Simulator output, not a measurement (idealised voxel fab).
The following process module bears the name voxel released beams.
For reference, the cross-section in this document is cut, with width 275 nm and square cells of 5 nm.
Just so we're on the same page, the cross-sections are grids of square cells, and they're listed out in bands top to bottom, each band one or more rows deep. What a band's entry tells you: where the top is and where the bottom is, as heights in nm, and after that what lies inside, material by material from left to right, each with its width in nm. Empty space is written as the word "air", and a single material marked with the word "throughout" occupies the band from edge to edge. All heights in this document are referenced to 0, defined as the level beneath which the wafer, as received, consists entirely of one material. The lowest band is not bounded below; it extends indefinitely downward and is written in the form "from 0 down". The expression "30..40" gives the width at the extremes of the band, the first number at its top row of cells and the second at its bottom row, with the width changing by equal amounts from each row to the next in between. "remained unchanged" after a step means that no cell of the cross-section changed. Basically, "Trapped cavities" tells you about the enclosed voids: empty spaces with no open way to the top, 8 cells or bigger, each written width x height at distance, where distance is from the left edge, all in nm. Read whatever lies past the settings on a step's line as the simulator's own remark about the step. overlay nm, on a step with a mask: how far to the right of its planned place the mask lay; to the left if negative.
PROCESS STEPS FORESEEN IN THE PLAN
1. RECEIVE [material Si]
2. CONFORMAL_DEP [material Al2O3] [thk nm 5]
3. DIRECTIONAL_DEP [material SiO2] [thk nm 10]
4. DIRECTIONAL_DEP [material aC] [thk nm 15]
5. PATTERN [tone open] [mask id ANCHOR] [material resist] [width nm 45] [thk nm 35] [overlay nm 0]
6. DIRECTIONAL_ETCH [etch materials aC] [depth nm 15]
7. STRIP [etch materials resist]
8. DIRECTIONAL_ETCH [etch materials SiO2] [depth nm 10]
9. STRIP [etch materials aC]
10. CONFORMAL_DEP [material polySi] [thk nm 15]
11. PATTERN [tone cover] [mask id BEAM] [material resist] [width nm 95] [thk nm 20] [overlay nm 0]
12. DIRECTIONAL_ETCH [etch materials polySi] [depth nm 15]
13. STRIP [etch materials resist]
14. STRIP [etch materials SiO2]
CONCERNING THE FIRST OF TWO WAFERS, WHICH WAS RUN IN ACCORDANCE WITH THE PLAN
CROSS-SECTION OF THE WAFER AT RECEIPT, WHICH IS THE CONDITION AFTER STEP 1
> from 0 down | Si throughout
> Trapped cavities: none
THE WAFER IN CROSS-SECTION ONCE STEP 2 IS COMPLETE
> from 5 to 0 | Al2O3 throughout
> below 0: unchanged
THE WAFER IN CROSS-SECTION ONCE STEP 3 IS COMPLETE
> from 15 to 5 | SiO2 throughout
> below 5: unchanged
THE WAFER IN CROSS-SECTION ONCE STEP 4 IS COMPLETE
> from 30 to 15 | aC throughout
> below 15: unchanged
THE WAFER IN CROSS-SECTION ONCE STEP 5 IS COMPLETE
> from 65 to 30 | resist 90; air 45; resist 140
> below 30: unchanged
THE WAFER IN CROSS-SECTION ONCE STEP 6 IS COMPLETE
> from 50 to 30 | resist 90; air 45; resist 140
> from 30 to 15 | aC 90; air 45; aC 140
> below 15: unchanged
THE WAFER IN CROSS-SECTION ONCE STEP 7 IS COMPLETE
> from 30 to 15 | aC 90; air 45; aC 140
> below 15: unchanged
THE WAFER IN CROSS-SECTION ONCE STEP 8 IS COMPLETE
> from 30 to 15 | aC 90; air 45; aC 140
> from 15 to 5 | SiO2 90; air 45; SiO2 140
> below 5: unchanged
THE WAFER IN CROSS-SECTION ONCE STEP 9 IS COMPLETE
> from 15 to 5 | SiO2 90; air 45; SiO2 140
> below 5: unchanged
THE WAFER IN CROSS-SECTION ONCE STEP 10 IS COMPLETE
> from 30 to 20 | polySi 105; air 15; polySi 155
> from 20 to 15 | polySi throughout
> from 15 to 5 | SiO2 90; polySi 45; SiO2 140
> below 5: unchanged
THE WAFER IN CROSS-SECTION ONCE STEP 11 IS COMPLETE
> from 50 to 30 | air 85; resist 95; air 95
> from 30 to 20 | polySi 105; resist 15; polySi 155
> below 20: unchanged
THE WAFER IN CROSS-SECTION ONCE STEP 12 IS COMPLETE
> from 50 to 30 | air 85; resist 95; air 95
> from 30 to 20 | air 85; polySi 20; resist 15; polySi 60; air 95
> from 20 to 15 | air 85; polySi 95; air 95
> below 15: unchanged
THE WAFER IN CROSS-SECTION ONCE STEP 13 IS COMPLETE
> from 30 to 20 | air 85; polySi 20; air 15; polySi 60; air 95
> below 20: unchanged
THE WAFER IN CROSS-SECTION ONCE STEP 14 IS COMPLETE
> from 30 to 20 | air 85; polySi 20; air 15; polySi 60; air 95
> from 20 to 15 | air 85; polySi 95; air 95
> from 15 to 5 | air 90; polySi 45; air 140
> below 5: unchanged
SECOND WAFER, SAME STARTING CONDITIONS AND RECIPE AS THE FIRST, ONE MISTAKE IN EXECUTING IT, NOTHING DIFFERS FROM THE FIRST UP TO AND INCLUDING STEP 9
SECOND WAFER CROSS-SECTION, TAKEN AS OF THE TIME THE PLAN SETS FOR STEP 10 TO BE DONE
> from 45 to 15 | polySi throughout
> from 15 to 5 | SiO2 90; polySi 45; SiO2 140
> below 5: unchanged
SECOND WAFER CROSS-SECTION, TAKEN AS OF THE TIME THE PLAN SETS FOR STEP 11 TO BE DONE
> from 65 to 45 | air 85; resist 95; air 95
> below 45: unchanged
SECOND WAFER CROSS-SECTION, TAKEN AS OF THE TIME THE PLAN SETS FOR STEP 12 TO BE DONE
> from 65 to 45 | air 85; resist 95; air 95
> from 45 to 30 | air 85; polySi 95; air 95
> below 30: unchanged
SECOND WAFER CROSS-SECTION, TAKEN AS OF THE TIME THE PLAN SETS FOR STEP 13 TO BE DONE
> from 45 to 30 | air 85; polySi 95; air 95
> below 30: unchanged
Second wafer cross-section, taken as of the time the plan sets for step 14 to be done: remained unchanged
In executing the process, a mistake was made relative to the plan: plan step 10 ran twice
Final cells, second wafer relative to first, materials higher or lower: +92 SiO2; +171 polySi
